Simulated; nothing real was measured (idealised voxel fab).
This is a process module. Its name is voxel lift off.
cross-section cut | 150 nm wide | cells 5 nm
Cross-section format: a grid of square cells, given as bands from top to bottom; each band is one or more rows of cells.
Band entry format. Leading values: height of top, height of bottom, nm. Remainder: materials in left-to-right order, each with its width in nm. Special words: "all across" on a single material, which then fills the band edge to edge; "blank", empty space.
Convention: height 0 is the level below which the wafer, as received, is all one material. The lowest band does not terminate at the bottom but continues downward, represented as "0 nm and below".
When a width is written as two numbers, as in "30 to 40", the first number is the width in the top row of cells of the band and the second is the width in its bottom row, and the width changes by the same amount from each row to the next.
When a step is marked "no alterations made", none of the cells in the cross-section changed during that step.
For the entry "Closed void list", the listed items are empty spaces with no open way to the top whose size is 8 cells or more; each item follows the pattern width x height at distance, where distance is from the left edge and all three are in nm.
Text after the settings on a step's line: the simulator's own remark on that step.
overlay nm: right-of-plan distance of the mask on a masked step; negative values mean left-of-plan.

**Planned process steps**
1: RECEIVE,material Si
2: CONFORMAL_DEP,material SiO2,thk nm 15
3: PATTERN,tone open,mask id LINES,material resist,width nm 25,pitch nm 45,thk nm 20,overlay nm -15
4: DIRECTIONAL_DEP,material Ru,thk nm 5
5: STRIP,etch materials resist
6: CONFORMAL_DEP,material SiN,thk nm 5
Among the wafers covered here, the point of difference is the overlay nm at step 3; their starting state is shared, and the plan presents the value of the first wafer.

**The first of several wafers as received, shown in cross-section; this is its state after step 1**
  0 nm and below  Si all across
  Closed void list: none

**Below is a per-wafer table. In it, each row describes the wafer at the end of the module by giving, for each material, the number of cells gained (+) or lost (-) since the wafer was received, and after that the closed voids of the wafer**
overlay nm -15 | +10 Ru | +34 SiN | +90 SiO2 | Closed void list: none
overlay nm -10 | +10 Ru | +34 SiN | +90 SiO2 | Closed void list: none
overlay nm -5 | +10 Ru | +34 SiN | +90 SiO2 | Closed void list: none
overlay nm 0 | +10 Ru | +34 SiN | +90 SiO2 | Closed void list: none
overlay nm 5 | +10 Ru | +34 SiN | +90 SiO2 | Closed void list: none
overlay nm 10 | +10 Ru | +34 SiN | +90 SiO2 | Closed void list: none
overlay nm 15 | +10 Ru | +34 SiN | +90 SiO2 | Closed void list: none
